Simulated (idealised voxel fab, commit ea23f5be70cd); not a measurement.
Process module under the name voxel lift off
Pictured: cross-section cut, 220 nm wide, on a grid of 5 nm square cells.
Format of a cross-section: grid, square cells. Given as bands. Order: top down. Band: one or more rows of cells. Read a band's entry like this: the first values are the height of its top and the height of its bottom in nm, and what follows is the sequence of materials from left to right, each with its width in nm. Note that "air" is empty space, and that a single material marked "edge to edge" reaches across the band from edge to edge. Convention: height 0 is the level below which the wafer, as received, is all one material. The lowest band does not terminate at the bottom but continues downward, represented as "0 down". Width: "30..40" (first number = top row, second number = bottom row, same change from row to row of cells). You'll sometimes find "all unchanged" written for a step, and that's the way of saying that nowhere in the cross-section did a cell change during that step. What "Closed internal cavities" gives you is every empty space of 8 cells or more that is cut off from the top. Each appears as width x height at distance, with the distance taken from the left edge and width, height and distance all in nm. Post-settings text on a step line: simulator's own remark regarding the step. On any step carrying a mask, the "overlay nm" setting, if present on the step's line, tells how far right of its planned place the mask lay; negative values point to the left.

PROCESS STEPS FORESEEN IN THE PLAN
1,RECEIVE | material Si
2,CONFORMAL_DEP | material SiN | thk nm 5
3,PATTERN | tone open | mask id LINES | material resist | width nm 25 | pitch nm 50 | thk nm 20 | overlay nm 0
4,DIRECTIONAL_DEP | material Ru | thk nm 10
5,STRIP | etch materials resist
6,CONFORMAL_DEP | material SiCN | thk nm 10

THE FIRST OF THE TWO WAFERS, WHICH RAN AS PLANNED

WAFER AS RECEIVED: CROSS-SECTION FOLLOWING STEP 1
  0 down = Si edge to edge
  Closed internal cavities: none

CROSS-SECTION THROUGH THE WAFER, STEP 2 FINISHED
  5 to 0 = SiN edge to edge
  No changes below 0.

CROSS-SECTION THROUGH THE WAFER, STEP 3 FINISHED
  25 to 5 = 20 nm resist, then 25 nm air, then 25 nm resist, then 25 nm air, then 25 nm resist, then 25 nm air, then 25 nm resist, then 25 nm air, then 25 nm resist
  No changes below 5.

CROSS-SECTION THROUGH THE WAFER, STEP 4 FINISHED
  35 to 25 = 20 nm Ru, then 25 nm air, then 25 nm Ru, then 25 nm air, then 25 nm Ru, then 25 nm air, then 25 nm Ru, then 25 nm air, then 25 nm Ru
  25 to 15 = 20 nm resist, then 25 nm air, then 25 nm resist, then 25 nm air, then 25 nm resist, then 25 nm air, then 25 nm resist, then 25 nm air, then 25 nm resist
  15 to 5 = 20 nm resist, then 25 nm Ru, then 25 nm resist, then 25 nm Ru, then 25 nm resist, then 25 nm Ru, then 25 nm resist, then 25 nm Ru, then 25 nm resist
  No changes below 5.

CROSS-SECTION THROUGH THE WAFER, STEP 5 FINISHED
  15 to 5 = 20 nm air, then 25 nm Ru, then 25 nm air, then 25 nm Ru, then 25 nm air, then 25 nm Ru, then 25 nm air, then 25 nm Ru, then 25 nm air
  No changes below 5.

CROSS-SECTION THROUGH THE WAFER, STEP 6 FINISHED
  25 to 15 = 10 nm air, then 45 nm SiCN, then 5 nm air, then 45 nm SiCN, then 5 nm air, then 45 nm SiCN, then 5 nm air, then 45 nm SiCN, then 15 nm air
  15 to 5 = 20 nm SiCN, then 25 nm Ru, then 25 nm SiCN, then 25 nm Ru, then 25 nm SiCN, then 25 nm Ru, then 25 nm SiCN, then 25 nm Ru, then 25 nm SiCN
  No changes below 5.

NOW THE OTHER WAFER: SAME START, SAME RECIPE, BUT WE MESSED UP ONE THING WHEN RUNNING IT. UP TO AND INCLUDING STEP 4 IT'S THE SAME AS THE FIRST ONE

CROSS-SECTION OF THE SECOND WAFER CORRESPONDING TO THE PLANNED CONCLUSION OF STEP 5
  15 to 5 = 20 nm air, then 25 nm Ru, then 25 nm air, then 25 nm Ru, then 25 nm air, then 25 nm Ru, then 25 nm air, then 25 nm Ru, then 25 nm air
  No changes below 5.

CROSS-SECTION OF THE SECOND WAFER CORRESPONDING TO THE PLANNED CONCLUSION OF STEP 6
  25 to 15 = 10 nm air, then 45 nm SiCN, then 5 nm air, then 45 nm SiCN, then 5 nm air, then 45 nm SiCN, then 5 nm air, then 45 nm SiCN, then 15 nm air
  15 to 5 = 20 nm SiCN, then 25 nm Ru, then 25 nm SiCN, then 25 nm Ru, then 25 nm SiCN, then 25 nm Ru, then 25 nm SiCN, then 25 nm Ru, then 25 nm SiCN
  No changes below 5.
Deviation noted in wafer processing: the plan had its step 5 run twice
The two wafers wind up with the same cross-section at the end, so whatever this model computes is the same despite the mistake.
